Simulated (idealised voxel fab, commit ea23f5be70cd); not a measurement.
Process module, titled voxel ribs on slabs
Cross-sectional view cut (width: 165 nm; square cell size: 5 nm).
Throughout this document, each cross-section is represented as a grid of square cells and is presented as a sequence of bands enumerated from the top downward, where a band comprises one or more rows of cells. The entry gives the band's vertical extent as a top height and a bottom height in nm, then its horizontal make-up as materials from left to right, each with a width in nm. "air" stands for empty space; a single material marked "full width" fills the band edge to edge. The reference from which all heights are counted is 0, the level beneath which the as-received wafer is entirely one material; the lowest band, having no lower bound, proceeds downward and is written after the example "0 down". You'd read "30..40" like this: the band's top row of cells is as wide as the first number, its bottom row is as wide as the second, and going down, every row changes width by the same amount as the row before did. "no change occurred" means the step left every cell of the cross-section as it was. Heads up: "Closed void table" only lists the empty pockets with no open path to the top that are 8 cells or more, and it writes them as width x height at distance, distance from the left edge, in nm. Text after the settings on a step's line: the simulator's own remark on that step. overlay nm: where the mask lay relative to plan, measured to the right, on steps with a mask; negatives go left.

THE FOLLOWING LIST GIVES THE PLANNED PROCESS STEPS
1) op RECEIVE | material Si
2) op DIRECTIONAL_DEP | material SiO2 | thk nm 30
3) op DIRECTIONAL_DEP | material polySi | thk nm 20
4) op MASKED_ETCH | tone cover | mask id RIB | width nm 30 | etch materials polySi | depth nm 15 | overlay nm 0
5) op MASKED_ETCH | tone cover | mask id SLAB | width nm 70 | etch materials polySi | depth nm 5 | overlay nm 0
6) op FILL_DEP | material SiO2 | thk nm 20
7) op CMP | height nm 60
8) op DIRECTIONAL_DEP | material W | thk nm 5
9) op PATTERN | tone cover | mask id HEATER | material resist | width nm 40 | thk nm 20 | overlay nm 0
10) op DIRECTIONAL_ETCH | etch materials W | depth nm 5
11) op STRIP | etch materials resist
12) op CONFORMAL_DEP | material SiO2 | thk nm 5

RUN AS PLANNED: FIRST OF TWO WAFERS

INCOMING WAFER, CROSS-SECTIONAL VIEW, POST STEP 1
	0 down = Si full width
	Closed void table: none

SECTIONAL VIEW: WAFER, AFTER STEP 2
	30 to 0 = SiO2 full width
	Heights below 0 show no change.

SECTIONAL VIEW: WAFER, AFTER STEP 3
	50 to 30 = polySi full width
	Heights below 30 show no change.

SECTIONAL VIEW: WAFER, AFTER STEP 4
	50 to 35 = 65 of air | 30 of polySi | 70 of air
	Heights below 35 show no change.

SECTIONAL VIEW: WAFER, AFTER STEP 5
	50 to 35 = 65 of air | 30 of polySi | 70 of air
	35 to 30 = 45 of air | 70 of polySi | 50 of air
	Heights below 30 show no change.

SECTIONAL VIEW: WAFER, AFTER STEP 6
	70 to 50 = SiO2 full width
	50 to 35 = 65 of SiO2 | 30 of polySi | 70 of SiO2
	35 to 30 = 45 of SiO2 | 70 of polySi | 50 of SiO2
	Heights below 30 show no change.

SECTIONAL VIEW: WAFER, AFTER STEP 7
	60 to 50 = SiO2 full width
	Heights below 50 show no change.

SECTIONAL VIEW: WAFER, AFTER STEP 8
	65 to 60 = W full width
	Heights below 60 show no change.

SECTIONAL VIEW: WAFER, AFTER STEP 9
	85 to 65 = 60 of air | 40 of resist | 65 of air
	Heights below 65 show no change.

SECTIONAL VIEW: WAFER, AFTER STEP 10
	85 to 65 = 60 of air | 40 of resist | 65 of air
	65 to 60 = 60 of air | 40 of W | 65 of air
	Heights below 60 show no change.

SECTIONAL VIEW: WAFER, AFTER STEP 11
	65 to 60 = 60 of air | 40 of W | 65 of air
	Heights below 60 show no change.

SECTIONAL VIEW: WAFER, AFTER STEP 12
	70 to 65 = 55 of air | 50 of SiO2 | 60 of air
	65 to 60 = 60 of SiO2 | 40 of W | 65 of SiO2
	Heights below 60 show no change.

SECOND WAFER. START AND PLAN AS FOR THE FIRST. ONE MISTAKE MADE IN RUNNING. AGREES WITH THE FIRST UP TO AND INCLUDING STEP 4

WHEN STEP 5 SHOULD HAVE ENDED
	45 to 35 = 65 of air | 30 of polySi | 70 of air
	35 to 30 = 45 of polySi | 20 of air | 30 of polySi | 20 of air | 50 of polySi
	Heights below 30 show no change.

WHEN STEP 6 SHOULD HAVE ENDED
	65 to 45 = SiO2 full width
	45 to 35 = 65 of SiO2 | 30 of polySi | 70 of SiO2
	35 to 30 = 45 of polySi | 20 of SiO2 | 30 of polySi | 20 of SiO2 | 50 of polySi
	Heights below 30 show no change.

WHEN STEP 7 SHOULD HAVE ENDED
	60 to 45 = SiO2 full width
	Heights below 45 show no change.

WHEN STEP 8 SHOULD HAVE ENDED
	65 to 60 = W full width
	Heights below 60 show no change.

WHEN STEP 9 SHOULD HAVE ENDED
	85 to 65 = 60 of air | 40 of resist | 65 of air
	Heights below 65 show no change.

WHEN STEP 10 SHOULD HAVE ENDED
	85 to 65 = 60 of air | 40 of resist | 65 of air
	65 to 60 = 60 of air | 40 of W | 65 of air
	Heights below 60 show no change.

WHEN STEP 11 SHOULD HAVE ENDED
	65 to 60 = 60 of air | 40 of W | 65 of air
	Heights below 60 show no change.

WHEN STEP 12 SHOULD HAVE ENDED
	70 to 65 = 55 of air | 50 of SiO2 | 60 of air
	65 to 60 = 60 of SiO2 | 40 of W | 65 of SiO2
	Heights below 60 show no change.
In executing the process, a mistake was made relative to the plan: step 5 went in with a setting other than planned; the actual run was op MASKED_ETCH | tone open | mask id SLAB | width nm 70 | etch materials polySi | depth nm 5 | overlay nm 0
At the finish, the second wafer shows more or fewer cells for some materials than the first does: SiO2: 5 fewer, polySi: 5 more
